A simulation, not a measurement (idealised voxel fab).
process module | voxel lift off
cross-section cut | 220 nm wide | cells 5 nm
A cross-section is a grid of square cells, given in bands from the top down. A band is one or more rows of cells.
Each band's line starts with the height of the band's top and of its bottom, in nm. Then come its materials from left to right, each with its width in nm. One material with "throughout" fills the band from edge to edge. "air" is empty space.
Height 0 is the level under which the wafer as received is all one material. The lowest band goes on downwards, as in "0 down".
A width such as "30 to 40" changes by the same amount from each row of cells to the next, from the band's top row to its bottom row.
"no change" after a step means that no cell of the cross-section changed.
closed voids: empty space of 8 cells or more with no open way to the top, each as width x height at its distance from the left edge, in nm
after a step's settings: what the simulator itself notes on the step
overlay nm, on a step with a mask: how far to the right of its planned place the mask lay; to the left if negative
plan
1 op RECEIVE | material Si
2 op CONFORMAL_DEP | material SiO2 | thk nm 5
3 op PATTERN | tone open | mask id LINES | material resist | width nm 30 | pitch nm 50 | thk nm 25 | overlay nm 0
4 op DIRECTIONAL_DEP | material Ru | thk nm 15
5 op STRIP | etch materials resist
6 op CONFORMAL_DEP | material SiO2 | thk nm 5
varied across the wafers: thk nm of step 2. The plan shows the first wafer's value. All wafers start alike
first wafer as received, after step 1
  0 down: Si throughout
  closed voids: none
first wafer at the end, after step 6
  25 to 20: air 65 | SiO2 40 | air 10 | SiO2 40 | air 65
  20 to 10: air 65 | SiO2 5 | Ru 30 | SiO2 5 | air 10 | SiO2 5 | Ru 30 | SiO2 5 | air 65
  10 to 5: SiO2 70 | Ru 30 | SiO2 20 | Ru 30 | SiO2 70
  5 to 0: SiO2 throughout
  0 down: Si throughout
  closed voids: none
last wafer at the end
  45 to 40: air 65 | SiO2 40 | air 10 | SiO2 40 | air 65
  40 to 30: air 65 | SiO2 5 | Ru 30 | SiO2 5 | air 10 | SiO2 5 | Ru 30 | SiO2 5 | air 65
  30 to 25: SiO2 70 | Ru 30 | SiO2 20 | Ru 30 | SiO2 70
  25 to 0: SiO2 throughout
  0 down: Si throughout
  closed voids: none
each wafer at the end: cells of each material gained (+) or lost (-) since it was received, then its closed voids
thk nm 5 | +36 Ru | +100 SiO2 | closed voids: none
thk nm 10 | +36 Ru | +144 SiO2 | closed voids: none
thk nm 15 | +36 Ru | +188 SiO2 | closed voids: none
thk nm 20 | +36 Ru | +232 SiO2 | closed voids: none
thk nm 25 | +36 Ru | +276 SiO2 | closed voids: none
